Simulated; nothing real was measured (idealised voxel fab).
Process module under the name voxel ribs on slabs
Shown is cross-section cut, with a width of 250 nm and square cells of size 5 nm.
Cross-section, as written here: a square-cell grid given band by band from the top down, where a band holds one or more rows of cells. In this notation a band is specified by the heights of its top and bottom, in that order and in nm, after which its materials appear from left to right, each paired with its width in nm. The word "throughout" attached to a single material means that material fills the band from edge to edge; the word "empty" stands for empty space. A quick word on heights: they are counted from 0, and under that level the wafer as it came to us is one material throughout. The lowest band is different from the rest in having no bottom; it simply continues downward, written as in "0 and below". It should be noted that a width expressed as "30->40" varies in equal increments from row to row of cells within the band, taking the value of the first number at the top row and that of the second number at the bottom row. The cross-section has no changed cell in any step marked "everything unchanged". "Closed internal cavities": sealed empty spaces, 8 cells or more, no open way to top, listed width x height at distance, with distance from the left edge and width, height and distance in nm. Where a step's line continues beyond its settings, the continuation is a remark by the simulator itself on that step. The optional step-line setting "overlay nm" applies to steps with a mask and quantifies how far to the right of its planned location the mask lay, a negative value indicating leftward placement.
### This section lists the process steps that were planned
1) RECEIVE, material Si
2) DIRECTIONAL_DEP, material SiO2, thk nm 20
3) DIRECTIONAL_DEP, material polySi, thk nm 20
4) MASKED_ETCH, tone cover, mask id RIB, width nm 20, etch materials polySi, depth nm 5, overlay nm 0
5) DIRECTIONAL_DEP, material aC, thk nm 10
6) PATTERN, tone cover, mask id SLAB, material resist, width nm 80, thk nm 30, overlay nm 0
7) DIRECTIONAL_ETCH, etch materials aC, depth nm 10
8) STRIP, etch materials resist
9) DIRECTIONAL_ETCH, etch materials polySi, depth nm 15
10) STRIP, etch materials aC
11) FILL_DEP, material SiO2, thk nm 30
12) CMP, height nm 60
13) DIRECTIONAL_DEP, material W, thk nm 5
14) MASKED_ETCH, tone cover, mask id HEATER, width nm 30, etch materials W, depth nm 5, overlay nm 0
15) CONFORMAL_DEP, material SiN, thk nm 10
### The first of two wafers, run as planned
### Step 1 complete: cross-section of the wafer as received
    0 and below: Si throughout
    Closed internal cavities: none
### After step 2, in cross-section
    20 down to 0: SiO2 throughout
    At heights below 0, the structure remains unaltered.
### After step 3, in cross-section
    40 down to 20: polySi throughout
    At heights below 20, the structure remains unaltered.
### After step 4, in cross-section
    40 down to 35: 115 of empty; 20 of polySi; 115 of empty
    At heights below 35, the structure remains unaltered.
### After step 5, in cross-section
    50 down to 45: 115 of empty; 20 of aC; 115 of empty
    45 down to 40: aC throughout
    40 down to 35: 115 of aC; 20 of polySi; 115 of aC
    At heights below 35, the structure remains unaltered.
### After step 6, in cross-section
    80 down to 50: 85 of empty; 80 of resist; 85 of empty
    50 down to 45: 85 of empty; 30 of resist; 20 of aC; 30 of resist; 85 of empty
    At heights below 45, the structure remains unaltered.
### After step 7, in cross-section
    70 down to 50: 85 of empty; 80 of resist; 85 of empty
    50 down to 45: 85 of empty; 30 of resist; 20 of aC; 30 of resist; 85 of empty
    45 down to 40: 85 of empty; 80 of aC; 85 of empty
    40 down to 35: 85 of empty; 30 of aC; 20 of polySi; 30 of aC; 85 of empty
    At heights below 35, the structure remains unaltered.
### After step 8, in cross-section
    50 down to 40: 115->85 of empty; 20->80 of aC; 115->85 of empty
    At heights below 40, the structure remains unaltered.
### After step 9, in cross-section
    50 down to 40: 115->85 of empty; 20->80 of aC; 115->85 of empty
    40 down to 35: 85 of empty; 30 of aC; 20 of polySi; 30 of aC; 85 of empty
    35 down to 20: 85 of empty; 80 of polySi; 85 of empty
    At heights below 20, the structure remains unaltered.
### After step 10, in cross-section
    40 down to 35: 115 of empty; 20 of polySi; 115 of empty
    At heights below 35, the structure remains unaltered.
### After step 11, in cross-section
    70 down to 40: SiO2 throughout
    40 down to 35: 115 of SiO2; 20 of polySi; 115 of SiO2
    35 down to 20: 85 of SiO2; 80 of polySi; 85 of SiO2
    At heights below 20, the structure remains unaltered.
### After step 12, in cross-section
    60 down to 40: SiO2 throughout
    At heights below 40, the structure remains unaltered.
### After step 13, in cross-section
    65 down to 60: W throughout
    At heights below 60, the structure remains unaltered.
### After step 14, in cross-section
    65 down to 60: 110 of empty; 30 of W; 110 of empty
    At heights below 60, the structure remains unaltered.
### After step 15, in cross-section
    75 down to 70: 100 of empty; 50 of SiN; 100 of empty
    70 down to 65: SiN throughout
    65 down to 60: 110 of SiN; 30 of W; 110 of SiN
    At heights below 60, the structure remains unaltered.
### The remaining wafer, second of the two, started like the first and was run to the same plan, except that one mistake was made along the way; the two coincide through step 3, inclusive
### Second wafer shown in cross-section at the time step 4 was slated to end
    40 down to 35: 110 of empty; 20 of polySi; 120 of empty
    At heights below 35, the structure remains unaltered.
### Second wafer shown in cross-section at the time step 5 was slated to end
    50 down to 45: 110 of empty; 20 of aC; 120 of empty
    45 down to 40: aC throughout
    40 down to 35: 110 of aC; 20 of polySi; 120 of aC
    At heights below 35, the structure remains unaltered.
### Second wafer shown in cross-section at the time step 6 was slated to end
    80 down to 50: 85 of empty; 80 of resist; 85 of empty
    50 down to 45: 85 of empty; 25 of resist; 20 of aC; 35 of resist; 85 of empty
    At heights below 45, the structure remains unaltered.
### Second wafer shown in cross-section at the time step 7 was slated to end
    70 down to 50: 85 of empty; 80 of resist; 85 of empty
    50 down to 45: 85 of empty; 25 of resist; 20 of aC; 35 of resist; 85 of empty
    45 down to 40: 85 of empty; 80 of aC; 85 of empty
    40 down to 35: 85 of empty; 25 of aC; 20 of polySi; 35 of aC; 85 of empty
    At heights below 35, the structure remains unaltered.
### Second wafer shown in cross-section at the time step 8 was slated to end
    50 down to 40: 110->85 of empty; 20->80 of aC; 120->85 of empty
    At heights below 40, the structure remains unaltered.
### Second wafer shown in cross-section at the time step 9 was slated to end
    50 down to 40: 110->85 of empty; 20->80 of aC; 120->85 of empty
    40 down to 35: 85 of empty; 25 of aC; 20 of polySi; 35 of aC; 85 of empty
    35 down to 20: 85 of empty; 80 of polySi; 85 of empty
    At heights below 20, the structure remains unaltered.
### Second wafer shown in cross-section at the time step 10 was slated to end
    40 down to 35: 110 of empty; 20 of polySi; 120 of empty
    At heights below 35, the structure remains unaltered.
### Second wafer shown in cross-section at the time step 11 was slated to end
    70 down to 40: SiO2 throughout
    40 down to 35: 110 of SiO2; 20 of polySi; 120 of SiO2
    35 down to 20: 85 of SiO2; 80 of polySi; 85 of SiO2
    At heights below 20, the structure remains unaltered.
### Second wafer shown in cross-section at the time step 12 was slated to end
    60 down to 40: SiO2 throughout
    At heights below 40, the structure remains unaltered.
### Second wafer shown in cross-section at the time step 13 was slated to end
    65 down to 60: W throughout
    At heights below 60, the structure remains unaltered.
### Second wafer shown in cross-section at the time step 14 was slated to end
    65 down to 60: 110 of empty; 30 of W; 110 of empty
    At heights below 60, the structure remains unaltered.
### Second wafer shown in cross-section at the time step 15 was slated to end
    75 down to 70: 100 of empty; 50 of SiN; 100 of empty
    70 down to 65: SiN throughout
    65 down to 60: 110 of SiN; 30 of W; 110 of SiN
    At heights below 60, the structure remains unaltered.
What was done differently from what was planned? step 4 changed vs plan, executed as MASKED_ETCH, tone cover, mask id RIB, width nm 20, etch materials polySi, depth nm 5, overlay nm -5
At the end, each material covers as many cells on the second wafer as it does on the first, though the cells it covers are elsewhere.
